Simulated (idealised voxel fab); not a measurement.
process module | voxel gate over fins
cross-section cut | 245 nm wide | cells 5 nm
A cross-section is a grid of square cells, given in bands from the top down. A band is one or more rows of cells.
Each band's line starts with the height of the band's top and of its bottom, in nm. Then come its materials from left to right, each with its width in nm. One material with "throughout" fills the band from edge to edge. "air" is empty space.
Height 0 is the level under which the wafer as received is all one material. The lowest band goes on downwards, as in "0 down".
A width such as "30 to 40" changes by the same amount from each row of cells to the next, from the band's top row to its bottom row.
"no change" after a step means that no cell of the cross-section changed.
closed voids: empty space of 8 cells or more with no open way to the top, each as width x height at its distance from the left edge, in nm
after a step's settings: what the simulator itself notes on the step
overlay nm, on a step with a mask: how far to the right of its planned place the mask lay; to the left if negative
plan
1 op RECEIVE | material Si
2 op CONFORMAL_DEP | material SiN | thk nm 10
3 op DIRECTIONAL_DEP | material aC | thk nm 10
4 op PATTERN | tone cover | mask id FINS | material resist | width nm 15 | pitch nm 45 | thk nm 30 | overlay nm 0
5 op DIRECTIONAL_ETCH | etch materials aC | depth nm 10
6 op STRIP | etch materials resist
7 op DIRECTIONAL_ETCH | etch materials SiN | depth nm 10
8 op DIRECTIONAL_ETCH | etch materials Si | depth nm 30
9 op STRIP | etch materials aC
10 op FILL_DEP | material SiO2 | thk nm 10
11 op CMP | height nm 10
12 op SELECTIVE_ETCH | etch materials SiO2 | depth nm 20
13 op STRIP | etch materials SiN
14 op CONFORMAL_DEP | material HfO2 | thk nm 5
15 op CONFORMAL_DEP | material TiN | thk nm 5
16 op FILL_DEP | material W | thk nm 10
17 op CMP | height nm 15
18 op CONFORMAL_DEP | material SiCN | thk nm 5
first wafer, as planned
as received, after step 1
  0 down: Si throughout
  closed voids: none
after step 2
  10 to 0: SiN throughout
  below 0: unchanged
after step 3
  20 to 10: aC throughout
  below 10: unchanged
after step 4
  50 to 20: air 90 | resist 15 | air 30 | resist 15 | air 95
  below 20: unchanged
after step 5
  40 to 20: air 90 | resist 15 | air 30 | resist 15 | air 95
  20 to 10: air 90 | aC 15 | air 30 | aC 15 | air 95
  below 10: unchanged
after step 6
  20 to 10: air 90 | aC 15 | air 30 | aC 15 | air 95
  below 10: unchanged
after step 7
  20 to 10: air 90 | aC 15 | air 30 | aC 15 | air 95
  10 to 0: air 90 | SiN 15 | air 30 | SiN 15 | air 95
  below 0: unchanged
after step 8
  20 to 10: air 90 | aC 15 | air 30 | aC 15 | air 95
  10 to 0: air 90 | SiN 15 | air 30 | SiN 15 | air 95
  0 to -30: air 90 | Si 15 | air 30 | Si 15 | air 95
  below -30: unchanged
after step 9
  10 to 0: air 90 | SiN 15 | air 30 | SiN 15 | air 95
  below 0: unchanged
after step 10
  20 to 10: SiO2 throughout
  10 to 0: SiO2 90 | SiN 15 | SiO2 30 | SiN 15 | SiO2 95
  0 to -30: SiO2 90 | Si 15 | SiO2 30 | Si 15 | SiO2 95
  below -30: unchanged
after step 11
  10 to 0: SiO2 90 | SiN 15 | SiO2 30 | SiN 15 | SiO2 95
  below 0: unchanged
after step 12
  10 to 0: air 90 | SiN 15 | air 30 | SiN 15 | air 95
  0 to -10: air 90 | Si 15 | air 30 | Si 15 | air 95
  below -10: unchanged
after step 13
  0 to -10: air 90 | Si 15 | air 30 | Si 15 | air 95
  below -10: unchanged
after step 14
  5 to 0: air 85 | HfO2 25 | air 20 | HfO2 25 | air 90
  0 to -5: air 85 | HfO2 5 | Si 15 | HfO2 5 | air 20 | HfO2 5 | Si 15 | HfO2 5 | air 90
  -5 to -10: HfO2 90 | Si 15 | HfO2 30 | Si 15 | HfO2 95
  below -10: unchanged
after step 15
  10 to 5: air 80 | TiN 35 | air 10 | TiN 35 | air 85
  5 to 0: air 80 | TiN 5 | HfO2 25 | TiN 5 | air 10 | TiN 5 | HfO2 25 | TiN 5 | air 85
  0 to -5: TiN 85 | HfO2 5 | Si 15 | HfO2 5 | TiN 20 | HfO2 5 | Si 15 | HfO2 5 | TiN 90
  below -5: unchanged
after step 16
  20 to 10: W throughout
  10 to 5: W 80 | TiN 35 | W 10 | TiN 35 | W 85
  5 to 0: W 80 | TiN 5 | HfO2 25 | TiN 5 | W 10 | TiN 5 | HfO2 25 | TiN 5 | W 85
  below 0: unchanged
after step 17
  15 to 10: W throughout
  below 10: unchanged
after step 18
  20 to 15: SiCN throughout
  below 15: unchanged
second wafer: like start, like plan, one mistake. Through step 17 it matches the first wafer
when step 18 should have ended
  20 to 15: aC throughout
  below 15: unchanged
what went wrong: step 18 ran as: op CONFORMAL_DEP | material aC | thk nm 5
at the end the second wafer has, in cells: 49 fewer of SiCN | 49 more of aC
